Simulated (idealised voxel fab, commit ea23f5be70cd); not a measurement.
process module | voxel self aligned contacts
cross-section cut | 235 nm wide | cells 5 nm
A cross-section is a grid of square cells, given in bands from the top down. A band is one or more rows of cells.
Each band's line starts with the height of the band's top and of its bottom, in nm. Then come its materials from left to right, each with its width in nm. One material with "throughout" fills the band from edge to edge. "air" is empty space.
Height 0 is the level under which the wafer as received is all one material. The lowest band goes on downwards, as in "0 down".
A width such as "30 to 40" changes by the same amount from each row of cells to the next, from the band's top row to its bottom row.
"no change" after a step means that no cell of the cross-section changed.
closed voids: empty space of 8 cells or more with no open way to the top, each as width x height at its distance from the left edge, in nm
after a step's settings: what the simulator itself notes on the step
overlay nm, on a step with a mask: how far to the right of its planned place the mask lay; to the left if negative
plan
1 op RECEIVE | material Si
2 op OXIDIZE | depth nm 5
3 op DIRECTIONAL_DEP | material polySi | thk nm 25
4 op DIRECTIONAL_DEP | material SiN | thk nm 15
5 op MASKED_ETCH | tone cover | mask id GATE | width nm 25 | pitch nm 50 | etch materials SiN | depth nm 15 | overlay nm 0
6 op MASKED_ETCH | tone cover | mask id GATE | width nm 25 | pitch nm 50 | etch materials polySi | depth nm 25 | overlay nm 0
7 op CONFORMAL_DEP | material SiN | thk nm 5
8 op DIRECTIONAL_ETCH | etch materials SiN | depth nm 5
9 op FILL_DEP | material SiO2 | thk nm 20
10 op CMP | height nm 50
11 op PATTERN | tone open | mask id CONTACT | material resist | width nm 35 | thk nm 15 | overlay nm 0
12 op DIRECTIONAL_ETCH | etch materials SiO2 | depth nm 55
13 op STRIP | etch materials resist
14 op CONFORMAL_DEP | material TiN | thk nm 5
15 op FILL_DEP | material W | thk nm 5
16 op CMP | height nm 50
17 op CONFORMAL_DEP | material SiCN | thk nm 5
as received, after step 1
  0 down: Si throughout
  closed voids: none
a wafer at the end: this start, this plan, one mistake
  55 to 50: SiCN throughout
  50 to 30: SiO2 75 | SiN 5 | polySi 25 | SiN 5 | TiN 5 | W 5 | TiN 5 | SiN 5 | polySi 25 | SiN 5 | SiO2 75
  30 to 25: SiO2 75 | SiN 5 | polySi 25 | SiN 5 | TiN 15 | SiN 5 | polySi 25 | SiN 5 | SiO2 75
  25 to 0: polySi throughout
  0 to -5: SiO2 throughout
  -5 down: Si throughout
  closed voids: none
what went wrong: step 3 was run twice
